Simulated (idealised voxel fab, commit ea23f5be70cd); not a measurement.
This section sets out a process module, namely voxel ribs on slabs.
Each square cell in cross-section cut measures 5 nm, and the section as a whole is 300 nm wide.
Cross-sections here: square-cell grids, written as top-down lists of bands, a band being one or more rows of cells.
Band entry format. Leading values: height of top, height of bottom, nm. Remainder: materials in left-to-right order, each with its width in nm. Special words: "full width" on a single material, which then fills the band edge to edge; "air", empty space.
For the purposes of this specification, 0 denotes the height below which the wafer in its as-received condition is composed wholly of one material, and the lowermost band, lacking a lower limit, extends downward without end, as expressed in "0..down".
Think of "30 to 40" as a width that walks from the first number to the second as you go down the band, top row to bottom row, taking equal-sized steps from row to row.
Any step labelled "remains unaltered" changed none of the cells in the cross-section.
"Fully closed voids" lists enclosed empty spaces (at least 8 cells, no open path upward to the top), each as width x height at distance from the left edge, in nm.
after a step's settings: what the simulator itself notes on the step
overlay nm: right-of-plan distance of the mask on a masked step; negative values mean left-of-plan.
-- Planned process steps
1 RECEIVE with material Si
2 DIRECTIONAL_DEP with material SiO2, thk nm 30
3 DIRECTIONAL_DEP with material polySi, thk nm 20
4 MASKED_ETCH with tone cover, mask id RIB, width nm 20, etch materials polySi, depth nm 5, overlay nm 0
5 DIRECTIONAL_DEP with material aC, thk nm 10
6 PATTERN with tone cover, mask id SLAB, material resist, width nm 50, thk nm 30, overlay nm 0
7 DIRECTIONAL_ETCH with etch materials aC, depth nm 10
8 STRIP with etch materials resist
9 DIRECTIONAL_ETCH with etch materials polySi, depth nm 15
10 STRIP with etch materials aC
11 FILL_DEP with material SiO2, thk nm 25
12 CMP with height nm 70
13 DIRECTIONAL_DEP with material TiN, thk nm 10
14 PATTERN with tone cover, mask id HEATER, material resist, width nm 30, thk nm 15, overlay nm 0
15 DIRECTIONAL_ETCH with etch materials TiN, depth nm 10
16 STRIP with etch materials resist
17 CONFORMAL_DEP with material SiO2, thk nm 5
-- As received (post step 1): cross-section
0..down = Si full width
Fully closed voids: none
-- Final cross-section, module run with one mistake (start and plan as above)
85..80 = 130 nm air; 40 nm SiO2; 130 nm air
80..75 = 130 nm air; 5 nm SiO2; 30 nm TiN; 5 nm SiO2; 130 nm air
75..70 = 135 nm SiO2; 30 nm TiN; 135 nm SiO2
70..20 = SiO2 full width
20..0 = polySi full width
0..down = Si full width
Fully closed voids: none
Diagnosis: plan steps 2 and 3 run swapped
